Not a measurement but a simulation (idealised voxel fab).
You're looking at the process module voxel released beams.
This is section cut - it's 250 nm across, gridded in 5 nm square cells.
In what follows, cross-sections appear as grids of square cells, described through bands that run from the top down, where every band is one or more rows of cells. Per band: top height and bottom height in nm, followed by the left-to-right materials and their widths in nm; "edge to edge" marks a single material spanning edge to edge, "empty" marks empty space. Heights are expressed relative to 0, this being the level below which the as-received wafer comprises one material exclusively. The lowest band is unbounded in the downward direction and is denoted as in "0 -> down". A two-number width, for instance "30 to 40", indicates that the width is equal to the first number in the top row of the band and to the second number in the bottom row, and that it changes by a constant amount per row of cells. Any step labelled "nothing changed" changed none of the cells in the cross-section. "Fully enclosed voids": sealed empty spaces, 8 cells or more, no open way to top, listed width x height at distance, with distance from the left edge and width, height and distance in nm. Read whatever lies past the settings on a step's line as the simulator's own remark about the step. overlay nm: right-of-plan distance of the mask on a masked step; negative values mean left-of-plan.

[Here's what the planned process steps look like]
1 RECEIVE [material Si]
2 CONFORMAL_DEP [material Al2O3] [thk nm 5]
3 DIRECTIONAL_DEP [material SiO2] [thk nm 10]
4 PATTERN [tone open] [mask id ANCHOR] [material resist] [width nm 30] [thk nm 15] [overlay nm 0]
5 DIRECTIONAL_ETCH [etch materials SiO2] [depth nm 10]
6 STRIP [etch materials resist]
7 CONFORMAL_DEP [material SiN] [thk nm 10]
8 PATTERN [tone cover] [mask id BEAM] [material resist] [width nm 100] [thk nm 15] [overlay nm 0]
9 DIRECTIONAL_ETCH [etch materials SiN] [depth nm 10]
10 STRIP [etch materials resist]
11 STRIP [etch materials SiO2]

[Cross-section: wafer on arrival = after step 1]
- 0 -> down  Si edge to edge
- Fully enclosed voids: none

[Starting wafer: above. Plan: above. Run: one mistake. Cross-section after the module: below]
- 25 -> 15  75 of empty | 10 of SiN | 10 of empty | 70 of SiN | 85 of empty
- 15 -> 5  75 of empty | 30 of SiN | 145 of empty
- 5 -> 0  Al2O3 edge to edge
- 0 -> down  Si edge to edge
- Fully enclosed voids: none
Which mistake was made when the wafer was run? step 8 did not happen as planned, as run it was PATTERN [tone cover] [mask id BEAM] [material resist] [width nm 90] [thk nm 15] [overlay nm 0]
